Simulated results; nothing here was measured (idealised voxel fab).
Process module in this document: voxel gate over fins
The width of the displayed cross-section, cut, is 225 nm; its cells are square, with a size of 5 nm.
Square cells in a grid make up a cross-section in this document, and the grid is given as bands, listed from the top down, each one or more rows of cells.
What a band's entry tells you: where the top is and where the bottom is, as heights in nm, and after that what lies inside, material by material from left to right, each with its width in nm. Empty space is written as the word "air", and a single material marked with the word "all across" occupies the band from edge to edge.
For the purposes of this specification, 0 denotes the height below which the wafer in its as-received condition is composed wholly of one material, and the lowermost band, lacking a lower limit, extends downward without end, as expressed in "0..down".
Note: "30 to 40" means the width goes from the first number (top row of the band) to the second number (bottom row) in equal steps per row of cells.
The designation "left unchanged", where it is given for a processing step, indicates that no cell of the cross-section was altered in the course of that step.
"Enclosed cavities" - sealed voids, min. 8 cells, no opening to top; format: width x height at distance (distance from left edge; nm throughout).
The remark found on a step's line after its settings is issued by the simulator itself and pertains to that step.
Among the settings permitted on a step's line is "overlay nm"; applied to a step with a mask, it specifies the extent to which the mask lay to the right of its planned position, whereas a negative figure signifies a position to the left.

# Here's what the planned process steps look like
1. RECEIVE (material Si)
2. CONFORMAL_DEP (material SiN; thk nm 10)
3. MASKED_ETCH (tone cover; mask id FINS; width nm 15; pitch nm 60; etch materials SiN; depth nm 10; overlay nm 0)
4. MASKED_ETCH (tone cover; mask id FINS; width nm 15; pitch nm 60; etch materials Si; depth nm 40; overlay nm 0)
5. OXIDIZE (depth nm 5)
6. FILL_DEP (material SiO2; thk nm 10)
7. CMP (height nm 10)
8. MASKED_ETCH (tone open; mask id RAIL; width nm 15; etch materials SiO2; depth nm 45; overlay nm 0)
9. CONFORMAL_DEP (material TiN; thk nm 5)
10. FILL_DEP (material W; thk nm 10)
11. CMP (height nm 10)
12. SELECTIVE_ETCH (etch materials W Ru TiN; depth nm 30)
13. FILL_DEP (material SiO2; thk nm 5)
14. CMP (height nm 10)
15. SELECTIVE_ETCH (etch materials SiO2; depth nm 20)
16. STRIP (etch materials SiN)
17. CONFORMAL_DEP (material HfO2; thk nm 5)
18. CONFORMAL_DEP (material TiN; thk nm 5)
19. FILL_DEP (material W; thk nm 15)
20. CMP (height nm 20)
21. CONFORMAL_DEP (material SiCN; thk nm 5)

# As-received wafer cross-section (after step 1)
  0..down | Si all across
  Enclosed cavities: none

# Look at the cross-section after the module: the wafer started out the way shown above and the plan was the one shown above, yet one mistake was made along the way
  25..20 | SiCN all across
  20..10 | W all across
  10..5 | 40 W  25 TiN  35 W  25 TiN  35 W  25 TiN  40 W
  5..0 | 40 W  5 TiN  15 HfO2  5 TiN  35 W  5 TiN  15 HfO2  5 TiN  35 W  5 TiN  15 HfO2  5 TiN  40 W
  0..-10 | 40 W  5 TiN  5 HfO2  5 Si  5 HfO2  5 TiN  35 W  5 TiN  5 HfO2  5 Si  5 HfO2  5 TiN  35 W  5 TiN  5 HfO2  5 Si  5 HfO2  5 TiN  40 W
  -10..-15 | 40 W  5 TiN  5 HfO2  5 Si  5 HfO2  45 TiN  5 HfO2  5 Si  5 HfO2  5 TiN  35 W  5 TiN  5 HfO2  5 Si  5 HfO2  5 TiN  40 W
  -15..-20 | 40 W  5 TiN  5 HfO2  5 Si  5 HfO2  10 TiN  25 HfO2  10 TiN  5 HfO2  5 Si  5 HfO2  5 TiN  35 W  5 TiN  5 HfO2  5 Si  5 HfO2  5 TiN  40 W
  -20..-25 | 45 TiN  5 HfO2  5 Si  5 HfO2  10 TiN  5 HfO2  5 TiN  5 W  5 TiN  5 HfO2  10 TiN  5 HfO2  5 Si  5 HfO2  45 TiN  5 HfO2  5 Si  5 HfO2  45 TiN
  -25..-30 | 50 HfO2  5 Si  20 HfO2  5 TiN  5 W  5 TiN  20 HfO2  5 Si  55 HfO2  5 Si  50 HfO2
  -30..-35 | 50 SiO2  5 Si  20 SiO2  15 TiN  20 SiO2  5 Si  55 SiO2  5 Si  50 SiO2
  -35..-45 | 50 SiO2  5 Si  55 SiO2  5 Si  55 SiO2  5 Si  50 SiO2
  -45..down | Si all across
  Enclosed cavities: none
Misprocessing identified: the plan's step 15 ran twice
